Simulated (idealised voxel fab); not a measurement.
Name of the process module below: voxel transistor to metal
270 nm wide, 5 nm square cells: that's cross-section cut.
How to read a cross-section here: the picture is a grid of square cells, written as bands going from the top down, and any band can span one or more rows of cells.
It is stipulated that each band's entry specify, in nanometres, the height of the top of the band and then that of its bottom, followed by the materials of the band in left-to-right sequence, each together with its width in nanometres. A single material marked by the word "edge to edge" is understood to fill the band from edge to edge; the word "empty" is understood to denote empty space.
Height is counted from the level 0, under which the received wafer is composed throughout of one material. The lowest of the bands is not closed at the bottom but continues downward, in the notation "0 -> down".
So if you see something like "30 to 40" for the width, read it as the top row of the band sitting at the first number and the bottom row at the second, with every row in between moving by the same amount as the last.
For the purposes of this document, the phrase "nothing was modified" attached to a step denotes that no cell within the cross-section was modified by that step.
Closed-off voids of 8+ cells (no open route to the top) go in "Closed void roster", written width x height at distance from the left edge, in nm.
Past the settings on a step's line: simulator remark, on that step.
When a step includes a mask, the "overlay nm" setting on its line states how far to the right of its planned place that mask lay, and negative values state how far to the left.
**Process steps (planned)**
1,RECEIVE, material Si
2,CONFORMAL_DEP, material SiO2, thk nm 5
3,CONFORMAL_DEP, material SiN, thk nm 15
4,DIRECTIONAL_DEP, material aC, thk nm 10
5,PATTERN, tone cover, mask id ACTIVE, material resist, width nm 105, pitch nm 135, thk nm 25, overlay nm 0
6,DIRECTIONAL_ETCH, etch materials aC, depth nm 10
7,STRIP, etch materials resist
8,DIRECTIONAL_ETCH, etch materials SiN, depth nm 15
9,DIRECTIONAL_ETCH, etch materials SiO2, depth nm 5
10,DIRECTIONAL_ETCH, etch materials Si, depth nm 20
11,STRIP, etch materials aC
12,FILL_DEP, material SiO2, thk nm 5
13,CMP, height nm 20
14,SELECTIVE_ETCH, etch materials SiO2, depth nm 10
15,STRIP, etch materials SiN
16,SELECTIVE_ETCH, etch materials SiO2, depth nm 5
17,OXIDIZE, depth nm 5
18,DIRECTIONAL_DEP, material polySi, thk nm 30
19,DIRECTIONAL_DEP, material SiCN, thk nm 10
20,MASKED_ETCH, tone cover, mask id GATE, width nm 15, pitch nm 135, etch materials SiCN, depth nm 20, overlay nm 0
21,MASKED_ETCH, tone cover, mask id GATE, width nm 15, pitch nm 135, etch materials polySi, depth nm 40, overlay nm 0
22,CONFORMAL_DEP, material SiN, thk nm 10
23,DIRECTIONAL_ETCH, etch materials SiN, depth nm 10
24,DIRECTIONAL_ETCH, etch materials SiO2, depth nm 5
25,DIRECTIONAL_ETCH, etch materials Si, depth nm 10
26,EPI, material nSi, thk nm 10
27,FILL_DEP, material SiO2, thk nm 10
28,CMP, height nm 40
29,DIRECTIONAL_DEP, material SiO2, thk nm 10
30,PATTERN, tone open, mask id CONTACT, material resist, width nm 30, thk nm 15, overlay nm 0
31,DIRECTIONAL_ETCH, etch materials SiO2, depth nm 55
32,STRIP, etch materials resist
33,CONFORMAL_DEP, material TiN, thk nm 5
34,FILL_DEP, material W, thk nm 5
35,CMP, height nm 50
36,CONFORMAL_DEP, material SiCN, thk nm 5
37,DIRECTIONAL_DEP, material lowk, thk nm 20
38,PATTERN, tone open, mask id METAL_1, material resist, width nm 15, thk nm 20, overlay nm 0
39,DIRECTIONAL_ETCH, etch materials lowk, depth nm 20
40,DIRECTIONAL_ETCH, etch materials SiCN, depth nm 5
41,STRIP, etch materials resist
42,CONFORMAL_DEP, material TiN, thk nm 5
43,FILL_DEP, material Cu, thk nm 5
44,CMP, height nm 75
45,EPI, material Ru, thk nm 5
46,FILL_DEP, material SiCN, thk nm 5
Same starting wafers, different thk nm at step 42. Plan value belongs to the first wafer.
**After step 1, as received: first of several wafers, cross-section**
    0 -> down = Si edge to edge
    Closed void roster: none
**End of module: cross-section of the first of several wafers after step 46, the last step**
    85 -> 80 = SiCN edge to edge
    80 -> 75 = 20 SiCN, then 25 Ru, then 45 SiCN, then 25 Ru, then 40 SiCN, then 25 Ru, then 45 SiCN, then 25 Ru, then 20 SiCN
    75 -> 55 = 25 lowk, then 5 TiN, then 5 Cu, then 5 TiN, then 55 lowk, then 5 TiN, then 5 Cu, then 5 TiN, then 50 lowk, then 5 TiN, then 5 Cu, then 5 TiN, then 55 lowk, then 5 TiN, then 5 Cu, then 5 TiN, then 25 lowk
    55 -> 50 = 25 SiCN, then 15 TiN, then 55 SiCN, then 15 TiN, then 50 SiCN, then 15 TiN, then 55 SiCN, then 15 TiN, then 25 SiCN
    50 -> 40 = 25 SiO2, then 5 TiN, then 20 to 15 W, then 5 to 10 TiN, then 25 SiO2, then 5 to 10 TiN, then 20 to 15 W, then 5 TiN, then 50 SiO2, then 5 TiN, then 20 to 15 W, then 5 to 10 TiN, then 25 SiO2, then 5 to 10 TiN, then 20 to 15 W, then 5 TiN, then 25 SiO2
    40 -> 30 = 25 SiO2, then 5 TiN, then 15 W, then 5 TiN, then 10 SiN, then 15 SiCN, then 10 SiN, then 5 TiN, then 15 W, then 5 TiN, then 50 SiO2, then 5 TiN, then 15 W, then 5 TiN, then 10 SiN, then 15 SiCN, then 10 SiN, then 5 TiN, then 15 W, then 5 TiN, then 25 SiO2
    30 -> 10 = 25 SiO2, then 5 TiN, then 15 W, then 5 TiN, then 10 SiN, then 15 polySi, then 10 SiN, then 5 TiN, then 15 W, then 5 TiN, then 50 SiO2, then 5 TiN, then 15 W, then 5 TiN, then 10 SiN, then 15 polySi, then 10 SiN, then 5 TiN, then 15 W, then 5 TiN, then 25 SiO2
    10 -> 5 = 25 SiO2, then 25 TiN, then 10 SiN, then 15 polySi, then 10 SiN, then 25 TiN, then 50 SiO2, then 25 TiN, then 10 SiN, then 15 polySi, then 10 SiN, then 25 TiN, then 25 SiO2
    5 -> 0 = 10 SiO2, then 10 SiN, then 10 nSi, then 10 TiN, then 10 nSi, then 10 SiN, then 15 polySi, then 10 SiN, then 10 nSi, then 10 TiN, then 10 nSi, then 10 SiN, then 20 SiO2, then 10 SiN, then 10 nSi, then 10 TiN, then 10 nSi, then 10 SiN, then 15 polySi, then 10 SiN, then 10 nSi, then 10 TiN, then 10 nSi, then 10 SiN, then 10 SiO2
    0 -> -5 = 20 SiO2, then 10 nSi, then 10 TiN, then 10 nSi, then 35 SiO2, then 10 nSi, then 10 TiN, then 10 nSi, then 40 SiO2, then 10 nSi, then 10 TiN, then 10 nSi, then 35 SiO2, then 10 nSi, then 10 TiN, then 10 nSi, then 20 SiO2
    -5 -> -15 = 15 SiO2, then 5 Si, then 30 nSi, then 35 Si, then 30 nSi, then 5 Si, then 30 SiO2, then 5 Si, then 30 nSi, then 35 Si, then 30 nSi, then 5 Si, then 15 SiO2
    -15 -> -20 = 15 SiO2, then 105 Si, then 30 SiO2, then 105 Si, then 15 SiO2
    -20 -> down = Si edge to edge
    Closed void roster: none
**Sectional view of the last wafer upon completion of the module**
    85 -> 80 = SiCN edge to edge
    80 -> 75 = 20 SiCN, then 25 Ru, then 45 SiCN, then 25 Ru, then 40 SiCN, then 25 Ru, then 45 SiCN, then 25 Ru, then 20 SiCN
    75 -> 55 = 25 lowk, then 15 TiN, then 55 lowk, then 15 TiN, then 50 lowk, then 15 TiN, then 55 lowk, then 15 TiN, then 25 lowk
    55 -> 50 = 25 SiCN, then 15 TiN, then 55 SiCN, then 15 TiN, then 50 SiCN, then 15 TiN, then 55 SiCN, then 15 TiN, then 25 SiCN
    50 -> 40 = 25 SiO2, then 5 TiN, then 20 to 15 W, then 5 to 10 TiN, then 25 SiO2, then 5 to 10 TiN, then 20 to 15 W, then 5 TiN, then 50 SiO2, then 5 TiN, then 20 to 15 W, then 5 to 10 TiN, then 25 SiO2, then 5 to 10 TiN, then 20 to 15 W, then 5 TiN, then 25 SiO2
    40 -> 30 = 25 SiO2, then 5 TiN, then 15 W, then 5 TiN, then 10 SiN, then 15 SiCN, then 10 SiN, then 5 TiN, then 15 W, then 5 TiN, then 50 SiO2, then 5 TiN, then 15 W, then 5 TiN, then 10 SiN, then 15 SiCN, then 10 SiN, then 5 TiN, then 15 W, then 5 TiN, then 25 SiO2
    30 -> 10 = 25 SiO2, then 5 TiN, then 15 W, then 5 TiN, then 10 SiN, then 15 polySi, then 10 SiN, then 5 TiN, then 15 W, then 5 TiN, then 50 SiO2, then 5 TiN, then 15 W, then 5 TiN, then 10 SiN, then 15 polySi, then 10 SiN, then 5 TiN, then 15 W, then 5 TiN, then 25 SiO2
    10 -> 5 = 25 SiO2, then 25 TiN, then 10 SiN, then 15 polySi, then 10 SiN, then 25 TiN, then 50 SiO2, then 25 TiN, then 10 SiN, then 15 polySi, then 10 SiN, then 25 TiN, then 25 SiO2
    5 -> 0 = 10 SiO2, then 10 SiN, then 10 nSi, then 10 TiN, then 10 nSi, then 10 SiN, then 15 polySi, then 10 SiN, then 10 nSi, then 10 TiN, then 10 nSi, then 10 SiN, then 20 SiO2, then 10 SiN, then 10 nSi, then 10 TiN, then 10 nSi, then 10 SiN, then 15 polySi, then 10 SiN, then 10 nSi, then 10 TiN, then 10 nSi, then 10 SiN, then 10 SiO2
    0 -> -5 = 20 SiO2, then 10 nSi, then 10 TiN, then 10 nSi, then 35 SiO2, then 10 nSi, then 10 TiN, then 10 nSi, then 40 SiO2, then 10 nSi, then 10 TiN, then 10 nSi, then 35 SiO2, then 10 nSi, then 10 TiN, then 10 nSi, then 20 SiO2
    -5 -> -15 = 15 SiO2, then 5 Si, then 30 nSi, then 35 Si, then 30 nSi, then 5 Si, then 30 SiO2, then 5 Si, then 30 nSi, then 35 Si, then 30 nSi, then 5 Si, then 15 SiO2
    -15 -> -20 = 15 SiO2, then 105 Si, then 30 SiO2, then 105 Si, then 15 SiO2
    -20 -> down = Si edge to edge
    Closed void roster: none
**Note: the following table is arranged by wafer, a row apiece. Each row reports the end-of-module state: per material, cells gained (+) or cells lost (-) compared with the wafer as received; closed voids follow**
thk nm 5, +16 Cu, +20 Ru, -138 Si, +142 SiCN, +72 SiN, +274 SiO2, +148 TiN, +100 W, +168 lowk, +80 nSi, +36 polySi, Closed void roster: none
thk nm 10, +20 Ru, -138 Si, +142 SiCN, +72 SiN, +274 SiO2, +164 TiN, +100 W, +168 lowk, +80 nSi, +36 polySi, Closed void roster: none
thk nm 15, +20 Ru, -138 Si, +142 SiCN, +72 SiN, +274 SiO2, +164 TiN, +100 W, +168 lowk, +80 nSi, +36 polySi, Closed void roster: none
thk nm 20, +20 Ru, -138 Si, +142 SiCN, +72 SiN, +274 SiO2, +164 TiN, +100 W, +168 lowk, +80 nSi, +36 polySi, Closed void roster: none
